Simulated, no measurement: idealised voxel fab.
Process module name: voxel transistor to metal
FYI the section here is cut, 190 nm wide, cells are 5 nm squares.
Think of the cross-section as a grid of square cells. We describe it in bands, top to bottom, and each band covers one or more rows of those cells.
What a band's entry tells you: where the top is and where the bottom is, as heights in nm, and after that what lies inside, material by material from left to right, each with its width in nm. Empty space is written as the word "air", and a single material marked with the word "everywhere" occupies the band from edge to edge.
Heights are reckoned from 0. Under this level, the received wafer is all of one material. The bottommost band is open-ended downward, for example "z 0 and below".
Width spec "30->40" -> top row of cells at first value, bottom row at second value, equal per-row change in between.
When a step is marked "no change", none of the cells in the cross-section changed during that step.
In the "Closed void listing" entry, you get each enclosed empty space of 8 cells or more, one with no open way to the top, written width x height at distance, distance from the left edge, in nm.
Step line, after settings: the simulator's comment on this step.
Steps that use a mask can have "overlay nm" on their line. It says how far the mask sat to the right of where it was meant to be. Negative means to the left.

**Listed below are the process steps as planned**
- 1: op RECEIVE | material Si
- 2: op OXIDIZE | depth nm 5
- 3: op CONFORMAL_DEP | material SiN | thk nm 15
- 4: op MASKED_ETCH | tone cover | mask id ACTIVE | width nm 95 | etch materials SiN | depth nm 15 | overlay nm 0
- 5: op MASKED_ETCH | tone cover | mask id ACTIVE | width nm 95 | etch materials SiO2 | depth nm 5 | overlay nm 0
- 6: op MASKED_ETCH | tone cover | mask id ACTIVE | width nm 95 | etch materials Si | depth nm 20 | overlay nm 0
- 7: op OXIDIZE | depth nm 5
- 8: op FILL_DEP | material SiO2 | thk nm 5
- 9: op CMP | height nm 15
- 10: op SELECTIVE_ETCH | etch materials SiO2 | depth nm 15
- 11: op STRIP | etch materials SiN
- 12: op SELECTIVE_ETCH | etch materials SiO2 | depth nm 5
- 13: op OXIDIZE | depth nm 5
- 14: op DIRECTIONAL_DEP | material polySi | thk nm 25
- 15: op DIRECTIONAL_DEP | material SiCN | thk nm 15
- 16: op PATTERN | tone cover | mask id GATE | material resist | width nm 15 | thk nm 15 | overlay nm 0
- 17: op DIRECTIONAL_ETCH | etch materials SiCN | depth nm 25
- 18: op DIRECTIONAL_ETCH | etch materials polySi | depth nm 35
- 19: op STRIP | etch materials resist
- 20: op CONFORMAL_DEP | material SiO2 | thk nm 5
- 21: op DIRECTIONAL_ETCH | etch materials SiO2 | depth nm 5
- 22: op CONFORMAL_DEP | material SiN | thk nm 5
- 23: op DIRECTIONAL_ETCH | etch materials SiN | depth nm 5
- 24: op DIRECTIONAL_ETCH | etch materials SiO2 | depth nm 5
- 25: op DIRECTIONAL_ETCH | etch materials Si | depth nm 15
- 26: op EPI | material SiGe | thk nm 15
- 27: op FILL_DEP | material SiO2 | thk nm 5
- 28: op CMP | height nm 35
- 29: op DIRECTIONAL_DEP | material SiO2 | thk nm 10
- 30: op DIRECTIONAL_DEP | material aC | thk nm 15
- 31: op PATTERN | tone open | mask id CONTACT | material resist | width nm 25 | pitch nm 50 | thk nm 35 | overlay nm 0
- 32: op DIRECTIONAL_ETCH | etch materials aC | depth nm 15
- 33: op STRIP | etch materials resist
- 34: op DIRECTIONAL_ETCH | etch materials SiO2 | depth nm 55
- 35: op STRIP | etch materials aC
- 36: op CONFORMAL_DEP | material TiN | thk nm 5
- 37: op FILL_DEP | material Ru | thk nm 5
- 38: op CMP | height nm 45
- 39: op CONFORMAL_DEP | material SiN | thk nm 5
- 40: op DIRECTIONAL_DEP | material lowk | thk nm 20
- 41: op PATTERN | tone open | mask id METAL_1 | material resist | width nm 15 | pitch nm 60 | thk nm 15 | overlay nm 0
- 42: op DIRECTIONAL_ETCH | etch materials lowk | depth nm 20
- 43: op DIRECTIONAL_ETCH | etch materials SiN | depth nm 5
- 44: op STRIP | etch materials resist
- 45: op CONFORMAL_DEP | material TiN | thk nm 5
- 46: op FILL_DEP | material Cu | thk nm 10
- 47: op CMP | height nm 70
- 48: op CONFORMAL_DEP | material SiN | thk nm 5
All wafers enter the flow in the same state. The width nm at step 41 differs from wafer to wafer, and the plan gives the value for the first wafer.

**Cross-sectional view of the first of several wafers in the as-received condition, corresponding to the state following step 1**
* z 0 and below  Si everywhere
* Closed void listing: none

**Take any row and you have a wafer at the end of the module: how many cells of each material it has gained (+) or lost (-) since it was received, and then its closed voids**
width nm 15, +8 Cu, +30 Ru, -190 Si, +9 SiCN, +48 SiGe, +86 SiN, +370 SiO2, +66 TiN, +128 lowk, +15 polySi, Closed void listing: none
width nm 20, +16 Cu, +30 Ru, -190 Si, +9 SiCN, +48 SiGe, +84 SiN, +370 SiO2, +68 TiN, +120 lowk, +15 polySi, Closed void listing: none
width nm 25, +24 Cu, +30 Ru, -190 Si, +9 SiCN, +48 SiGe, +82 SiN, +370 SiO2, +70 TiN, +112 lowk, +15 polySi, Closed void listing: none
width nm 30, +32 Cu, +30 Ru, -190 Si, +9 SiCN, +48 SiGe, +80 SiN, +370 SiO2, +72 TiN, +104 lowk, +15 polySi, Closed void listing: none
